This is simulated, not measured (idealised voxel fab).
Process module name: voxel double patterning
Cross-section cut: width 260 nm, square cells of 5 nm.
This document writes a cross-section as a grid whose cells are square, and gives it as bands, listed from the top down; one or more rows of cells form a band. Quick guide to a band line: top height, bottom height (nm) up front; then every material left to right with its width in nm. Only one material and it's marked "everywhere"? Then it fills the band edge to edge. And "air" just means empty space. Where do heights start? At 0: under that level the wafer as delivered is made of one material only. And the lowest band has no floor; it just carries on downward, as in "from 0 down". Width: "30..40" (first number = top row, second number = bottom row, same change from row to row of cells). For the purposes of this document, the phrase "remains unaltered" attached to a step denotes that no cell within the cross-section was modified by that step. The list in "Enclosed cavities" covers empty spaces of 8 cells or more that cannot reach the top through any open way, and it gives each as width x height at distance; the distance is from the left edge, and width, height and distance are in nm. The remark found on a step's line after its settings is issued by the simulator itself and pertains to that step. On any step carrying a mask, the "overlay nm" setting, if present on the step's line, tells how far right of its planned place the mask lay; negative values point to the left.
### Planned step list for the process
1: RECEIVE: material Si
2: CONFORMAL_DEP: material SiO2, thk nm 10
3: DIRECTIONAL_DEP: material TiN, thk nm 15
4: DIRECTIONAL_DEP: material SiCN, thk nm 5
5: MASKED_ETCH: tone open, mask id FIRST, width nm 15, pitch nm 50, etch materials SiCN, depth nm 5, overlay nm 0
6: DIRECTIONAL_DEP: material aC, thk nm 15
7: PATTERN: tone open, mask id SECOND, material resist, width nm 15, pitch nm 50, thk nm 35, overlay nm 0
8: DIRECTIONAL_ETCH: etch materials aC, depth nm 15
9: STRIP: etch materials resist
10: DIRECTIONAL_ETCH: etch materials SiCN, depth nm 5
11: STRIP: etch materials aC
12: DIRECTIONAL_ETCH: etch materials TiN, depth nm 15
13: STRIP: etch materials SiCN
### As-received wafer cross-section (after step 1)
	from 0 down  Si everywhere
	Enclosed cavities: none
### Final cross-section, module run with one mistake (start and plan as above)
	from 25 to 15  SiO2 everywhere
	from 15 to 0  TiN everywhere
	from 0 down  Si everywhere
	Enclosed cavities: none
Run error: note: step 2 <-> step 3, run order reversed vs plan
